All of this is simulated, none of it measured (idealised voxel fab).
process module | voxel released beams
cross-section cut | 165 nm wide | cells 5 nm
A cross-section is a grid of square cells, given in bands from the top down. A band is one or more rows of cells.
Each band's line starts with the height of the band's top and of its bottom, in nm. Then come its materials from left to right, each with its width in nm. One material with "throughout" fills the band from edge to edge. "air" is empty space.
Height 0 is the level under which the wafer as received is all one material. The lowest band goes on downwards, as in "0 down".
A width such as "30 to 40" changes by the same amount from each row of cells to the next, from the band's top row to its bottom row.
"no change" after a step means that no cell of the cross-section changed.
closed voids: empty space of 8 cells or more with no open way to the top, each as width x height at its distance from the left edge, in nm
after a step's settings: what the simulator itself notes on the step
overlay nm, on a step with a mask: how far to the right of its planned place the mask lay; to the left if negative
plan
1 op RECEIVE | material Si
2 op CONFORMAL_DEP | material SiN | thk nm 10
3 op DIRECTIONAL_DEP | material SiO2 | thk nm 20
4 op PATTERN | tone open | mask id ANCHOR | material resist | width nm 30 | thk nm 20 | overlay nm 0
5 op DIRECTIONAL_ETCH | etch materials SiO2 | depth nm 20
6 op STRIP | etch materials resist
7 op CONFORMAL_DEP | material TiN | thk nm 10
8 op MASKED_ETCH | tone cover | mask id BEAM | width nm 115 | etch materials TiN | depth nm 10 | overlay nm 0
9 op STRIP | etch materials SiO2
first wafer, as planned
as received, after step 1
  0 down: Si throughout
  closed voids: none
after step 2
  10 to 0: SiN throughout
  below 0: unchanged
after step 3
  30 to 10: SiO2 throughout
  below 10: unchanged
after step 4
  50 to 30: resist 25 | air 30 | resist 110
  below 30: unchanged
after step 5
  50 to 30: resist 25 | air 30 | resist 110
  30 to 10: SiO2 25 | air 30 | SiO2 110
  below 10: unchanged
after step 6
  30 to 10: SiO2 25 | air 30 | SiO2 110
  below 10: unchanged
after step 7
  40 to 30: TiN 35 | air 10 | TiN 120
  30 to 20: SiO2 25 | TiN 10 | air 10 | TiN 10 | SiO2 110
  20 to 10: SiO2 25 | TiN 30 | SiO2 110
  below 10: unchanged
after step 8
  40 to 30: air 20 | TiN 15 | air 10 | TiN 90 | air 30
  below 30: unchanged
after step 9
  40 to 30: air 20 | TiN 15 | air 10 | TiN 90 | air 30
  30 to 20: air 25 | TiN 10 | air 10 | TiN 10 | air 110
  20 to 10: air 25 | TiN 30 | air 110
  below 10: unchanged
second wafer: like start, like plan, one mistake. Through step 1 it matches the first wafer
when step 2 should have ended: no change
when step 3 should have ended
  20 to 0: SiO2 throughout
  below 0: unchanged
when step 4 should have ended
  40 to 20: resist 25 | air 30 | resist 110
  below 20: unchanged
when step 5 should have ended
  40 to 20: resist 25 | air 30 | resist 110
  20 to 0: SiO2 25 | air 30 | SiO2 110
  below 0: unchanged
when step 6 should have ended
  20 to 0: SiO2 25 | air 30 | SiO2 110
  below 0: unchanged
when step 7 should have ended
  30 to 20: TiN 35 | air 10 | TiN 120
  20 to 10: SiO2 25 | TiN 10 | air 10 | TiN 10 | SiO2 110
  10 to 0: SiO2 25 | TiN 30 | SiO2 110
  below 0: unchanged
when step 8 should have ended
  30 to 20: air 20 | TiN 15 | air 10 | TiN 90 | air 30
  below 20: unchanged
when step 9 should have ended
  30 to 20: air 20 | TiN 15 | air 10 | TiN 90 | air 30
  20 to 10: air 25 | TiN 10 | air 10 | TiN 10 | air 110
  10 to 0: air 25 | TiN 30 | air 110
  below 0: unchanged
what went wrong: step 2 was left out
at the end the second wafer has, in cells: 66 fewer of SiN
